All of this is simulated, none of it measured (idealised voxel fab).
Herein follows the process module entitled voxel self aligned contacts.
Cross-section cut spans 250 nm and uses square cells 5 nm in size.
Cross-section spec: square-cell grid; bands listed top down; each band is one or more rows. Basically the band line says how high the top is and how high the bottom is, in nm, and then what's in it from left to right, every material with its width in nm. Empty space shows up as "air", and if a single material carries "full width" it runs the full band edge to edge. Height is counted from the level 0, under which the received wafer is composed throughout of one material. The lowest of the bands is not closed at the bottom but continues downward, in the notation "0 and below". Read "30->40" as a graded width: first number on top, second number at the bottom, same change between each pair of neighbouring rows. "no change occurred", as given for a step, is the statement that not any cell of the cross-section underwent a change during that step. Closed-off voids of 8+ cells (no open route to the top) go in "Closed void table", written width x height at distance from the left edge, in nm. Formally, on a step line, whatever follows the settings is a remark that the simulator itself makes on the step. Regarding "overlay nm": on a step with a mask, it is the distance the mask lay to the right of its planned place; a negative value places it to the left.

### The planned process steps are enumerated hereunder
1: RECEIVE: material Si
2: OXIDIZE: depth nm 5
3: DIRECTIONAL_DEP: material polySi, thk nm 30
4: DIRECTIONAL_DEP: material SiN, thk nm 15
5: DIRECTIONAL_DEP: material aC, thk nm 10
6: PATTERN: tone cover, mask id GATE, material resist, width nm 30, pitch nm 55, thk nm 25, overlay nm 0
7: DIRECTIONAL_ETCH: etch materials aC, depth nm 10
8: STRIP: etch materials resist
9: DIRECTIONAL_ETCH: etch materials SiN, depth nm 15
10: DIRECTIONAL_ETCH: etch materials polySi, depth nm 30
11: STRIP: etch materials aC
12: CONFORMAL_DEP: material SiN, thk nm 5
13: DIRECTIONAL_ETCH: etch materials SiN, depth nm 5
14: FILL_DEP: material SiO2, thk nm 15
15: CMP: height nm 55
16: DIRECTIONAL_DEP: material aC, thk nm 10
17: PATTERN: tone open, mask id CONTACT, material resist, width nm 35, pitch nm 55, thk nm 25, overlay nm 0
18: DIRECTIONAL_ETCH: etch materials aC, depth nm 10
19: STRIP: etch materials resist
20: DIRECTIONAL_ETCH: etch materials SiO2, depth nm 60
21: STRIP: etch materials aC
22: CONFORMAL_DEP: material TiN, thk nm 5
23: FILL_DEP: material W, thk nm 10
24: CMP: height nm 55
25: CONFORMAL_DEP: material SiCN, thk nm 5

### Concerning the first of two wafers, which was run in accordance with the plan

### Cross-section: wafer on arrival = after step 1
> 0 and below = Si full width
> Closed void table: none

### Cross-section through the wafer, step 2 finished
> 0 down to -5 = SiO2 full width
> Whatever lies below -5 is exactly as it was before.

### Cross-section through the wafer, step 3 finished
> 30 down to 0 = polySi full width
> Whatever lies below 0 is exactly as it was before.

### Cross-section through the wafer, step 4 finished
> 45 down to 30 = SiN full width
> Whatever lies below 30 is exactly as it was before.

### Cross-section through the wafer, step 5 finished
> 55 down to 45 = aC full width
> Whatever lies below 45 is exactly as it was before.

### Cross-section through the wafer, step 6 finished
> 80 down to 55 = air=55 | resist=30 | air=25 | resist=30 | air=25 | resist=30 | air=55
> Whatever lies below 55 is exactly as it was before.

### Cross-section through the wafer, step 7 finished
> 70 down to 55 = air=55 | resist=30 | air=25 | resist=30 | air=25 | resist=30 | air=55
> 55 down to 45 = air=55 | aC=30 | air=25 | aC=30 | air=25 | aC=30 | air=55
> Whatever lies below 45 is exactly as it was before.

### Cross-section through the wafer, step 8 finished
> 55 down to 45 = air=55 | aC=30 | air=25 | aC=30 | air=25 | aC=30 | air=55
> Whatever lies below 45 is exactly as it was before.

### Cross-section through the wafer, step 9 finished
> 55 down to 45 = air=55 | aC=30 | air=25 | aC=30 | air=25 | aC=30 | air=55
> 45 down to 30 = air=55 | SiN=30 | air=25 | SiN=30 | air=25 | SiN=30 | air=55
> Whatever lies below 30 is exactly as it was before.

### Cross-section through the wafer, step 10 finished
> 55 down to 45 = air=55 | aC=30 | air=25 | aC=30 | air=25 | aC=30 | air=55
> 45 down to 30 = air=55 | SiN=30 | air=25 | SiN=30 | air=25 | SiN=30 | air=55
> 30 down to 0 = air=55 | polySi=30 | air=25 | polySi=30 | air=25 | polySi=30 | air=55
> Whatever lies below 0 is exactly as it was before.

### Cross-section through the wafer, step 11 finished
> 45 down to 30 = air=55 | SiN=30 | air=25 | SiN=30 | air=25 | SiN=30 | air=55
> Whatever lies below 30 is exactly as it was before.

### Cross-section through the wafer, step 12 finished
> 50 down to 30 = air=50 | SiN=40 | air=15 | SiN=40 | air=15 | SiN=40 | air=50
> 30 down to 5 = air=50 | SiN=5 | polySi=30 | SiN=5 | air=15 | SiN=5 | polySi=30 | SiN=5 | air=15 | SiN=5 | polySi=30 | SiN=5 | air=50
> 5 down to 0 = SiN=55 | polySi=30 | SiN=25 | polySi=30 | SiN=25 | polySi=30 | SiN=55
> Whatever lies below 0 is exactly as it was before.

### Cross-section through the wafer, step 13 finished
> 45 down to 30 = air=50 | SiN=40 | air=15 | SiN=40 | air=15 | SiN=40 | air=50
> 30 down to 0 = air=50 | SiN=5 | polySi=30 | SiN=5 | air=15 | SiN=5 | polySi=30 | SiN=5 | air=15 | SiN=5 | polySi=30 | SiN=5 | air=50
> Whatever lies below 0 is exactly as it was before.

### Cross-section through the wafer, step 14 finished
> 60 down to 45 = SiO2 full width
> 45 down to 30 = SiO2=50 | SiN=40 | SiO2=15 | SiN=40 | SiO2=15 | SiN=40 | SiO2=50
> 30 down to 0 = SiO2=50 | SiN=5 | polySi=30 | SiN=5 | SiO2=15 | SiN=5 | polySi=30 | SiN=5 | SiO2=15 | SiN=5 | polySi=30 | SiN=5 | SiO2=50
> Whatever lies below 0 is exactly as it was before.

### Cross-section through the wafer, step 15 finished
> 55 down to 45 = SiO2 full width
> Whatever lies below 45 is exactly as it was before.

### Cross-section through the wafer, step 16 finished
> 65 down to 55 = aC full width
> Whatever lies below 55 is exactly as it was before.

### Cross-section through the wafer, step 17 finished
> 90 down to 65 = resist=80 | air=35 | resist=20 | air=35 | resist=80
> Whatever lies below 65 is exactly as it was before.

### Cross-section through the wafer, step 18 finished
> 80 down to 65 = resist=80 | air=35 | resist=20 | air=35 | resist=80
> 65 down to 55 = aC=80 | air=35 | aC=20 | air=35 | aC=80
> Whatever lies below 55 is exactly as it was before.

### Cross-section through the wafer, step 19 finished
> 65 down to 55 = aC=80 | air=35 | aC=20 | air=35 | aC=80
> Whatever lies below 55 is exactly as it was before.

### Cross-section through the wafer, step 20 finished
> 65 down to 55 = aC=80 | air=35 | aC=20 | air=35 | aC=80
> 55 down to 45 = SiO2=80 | air=35 | SiO2=20 | air=35 | SiO2=80
> 45 down to 30 = SiO2=50 | SiN=40 | air=15 | SiN=40 | air=15 | SiN=40 | SiO2=50
> 30 down to 0 = SiO2=50 | SiN=5 | polySi=30 | SiN=5 | air=15 | SiN=5 | polySi=30 | SiN=5 | air=15 | SiN=5 | polySi=30 | SiN=5 | SiO2=50
> 0 down to -5 = SiO2=90 | air=15 | SiO2=40 | air=15 | SiO2=90
> Whatever lies below -5 is exactly as it was before.

### Cross-section through the wafer, step 21 finished
> 55 down to 45 = SiO2=80 | air=35 | SiO2=20 | air=35 | SiO2=80
> Whatever lies below 45 is exactly as it was before.

### Cross-section through the wafer, step 22 finished
> 60 down to 55 = TiN=85 | air=25 | TiN=30 | air=25 | TiN=85
> 55 down to 45 = SiO2=80 | TiN=5->15 | air=25->5 | TiN=5->15 | SiO2=20 | TiN=5->15 | air=25->5 | TiN=5->15 | SiO2=80
> 45 down to 30 = SiO2=50 | SiN=40 | TiN=5 | air=5 | TiN=5 | SiN=40 | TiN=5 | air=5 | TiN=5 | SiN=40 | SiO2=50
> 30 down to 0 = SiO2=50 | SiN=5 | polySi=30 | SiN=5 | TiN=5 | air=5 | TiN=5 | SiN=5 | polySi=30 | SiN=5 | TiN=5 | air=5 | TiN=5 | SiN=5 | polySi=30 | SiN=5 | SiO2=50
> 0 down to -5 = SiO2=90 | TiN=15 | SiO2=40 | TiN=15 | SiO2=90
> Whatever lies below -5 is exactly as it was before.

### Cross-section through the wafer, step 23 finished
> 70 down to 60 = W full width
> 60 down to 55 = TiN=85 | W=25 | TiN=30 | W=25 | TiN=85
> 55 down to 45 = SiO2=80 | TiN=5->15 | W=25->5 | TiN=5->15 | SiO2=20 | TiN=5->15 | W=25->5 | TiN=5->15 | SiO2=80
> 45 down to 30 = SiO2=50 | SiN=40 | TiN=5 | W=5 | TiN=5 | SiN=40 | TiN=5 | W=5 | TiN=5 | SiN=40 | SiO2=50
> 30 down to 0 = SiO2=50 | SiN=5 | polySi=30 | SiN=5 | TiN=5 | W=5 | TiN=5 | SiN=5 | polySi=30 | SiN=5 | TiN=5 | W=5 | TiN=5 | SiN=5 | polySi=30 | SiN=5 | SiO2=50
> Whatever lies below 0 is exactly as it was before.

### Cross-section through the wafer, step 24 finished
> 55 down to 45 = SiO2=80 | TiN=5->15 | W=25->5 | TiN=5->15 | SiO2=20 | TiN=5->15 | W=25->5 | TiN=5->15 | SiO2=80
> Whatever lies below 45 is exactly as it was before.

### Cross-section through the wafer, step 25 finished
> 60 down to 55 = SiCN full width
> Whatever lies below 55 is exactly as it was before.

### Wafer two of the pair: same origin, same plan, one error during the run; identical to wafer one up to and including step 23

### Planned end of step 24: second wafer, cross-section
> 65 down to 60 = W full width
> Whatever lies below 60 is exactly as it was before.

### Planned end of step 25: second wafer, cross-section
> 70 down to 65 = SiCN full width
> Whatever lies below 65 is exactly as it was before.
Deviation noted in wafer processing: step 24 did not use the planned setting and instead ran as CMP: height nm 65
Final difference in cells, second wafer against first, listed per material as more or fewer: TiN +40 | W +60
